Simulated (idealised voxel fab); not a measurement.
process module | voxel double patterning
cross-section cut | 150 nm wide | cells 5 nm
A cross-section is a grid of square cells, given in bands from the top down. A band is one or more rows of cells.
Each band's line starts with the height of the band's top and of its bottom, in nm. Then come its materials from left to right, each with its width in nm. One material with "throughout" fills the band from edge to edge. "air" is empty space.
Height 0 is the level under which the wafer as received is all one material. The lowest band goes on downwards, as in "0 down".
A width such as "30 to 40" changes by the same amount from each row of cells to the next, from the band's top row to its bottom row.
"no change" after a step means that no cell of the cross-section changed.
closed voids: empty space of 8 cells or more with no open way to the top, each as width x height at its distance from the left edge, in nm
after a step's settings: what the simulator itself notes on the step
overlay nm, on a step with a mask: how far to the right of its planned place the mask lay; to the left if negative
plan
1 op RECEIVE | material Si
2 op CONFORMAL_DEP | material SiN | thk nm 10
3 op DIRECTIONAL_DEP | material SiO2 | thk nm 10
4 op DIRECTIONAL_DEP | material SiCN | thk nm 5
5 op DIRECTIONAL_DEP | material aC | thk nm 15
6 op PATTERN | tone open | mask id FIRST | material resist | width nm 15 | pitch nm 50 | thk nm 35 | overlay nm 0
7 op DIRECTIONAL_ETCH | etch materials aC | depth nm 15
8 op STRIP | etch materials resist
9 op DIRECTIONAL_ETCH | etch materials SiCN | depth nm 5
10 op STRIP | etch materials aC
11 op PATTERN | tone open | mask id SECOND | material resist | width nm 15 | thk nm 15 | overlay nm 0
12 op DIRECTIONAL_ETCH | etch materials SiCN | depth nm 5
13 op STRIP | etch materials resist
14 op DIRECTIONAL_ETCH | etch materials SiO2 | depth nm 10
15 op STRIP | etch materials SiCN
as received, after step 1
  0 down: Si throughout
  closed voids: none
first wafer at the end, as planned
  20 to 10: SiO2 40 | air 15 | SiO2 10 | air 15 | SiO2 10 | air 15 | SiO2 45
  10 to 0: SiN throughout
  0 down: Si throughout
  closed voids: none
second wafer at the end: like start, like plan, one mistake
  20 to 10: SiO2 40 | air 15 | SiO2 10 | air 15 | SiO2 10 | air 15 | SiO2 45
  10 to 0: SiO2 throughout
  0 down: Si throughout
  closed voids: none
what went wrong: step 2 ran as: op CONFORMAL_DEP | material SiO2 | thk nm 10
at the end the second wafer has, in cells: 60 fewer of SiN | 60 more of SiO2
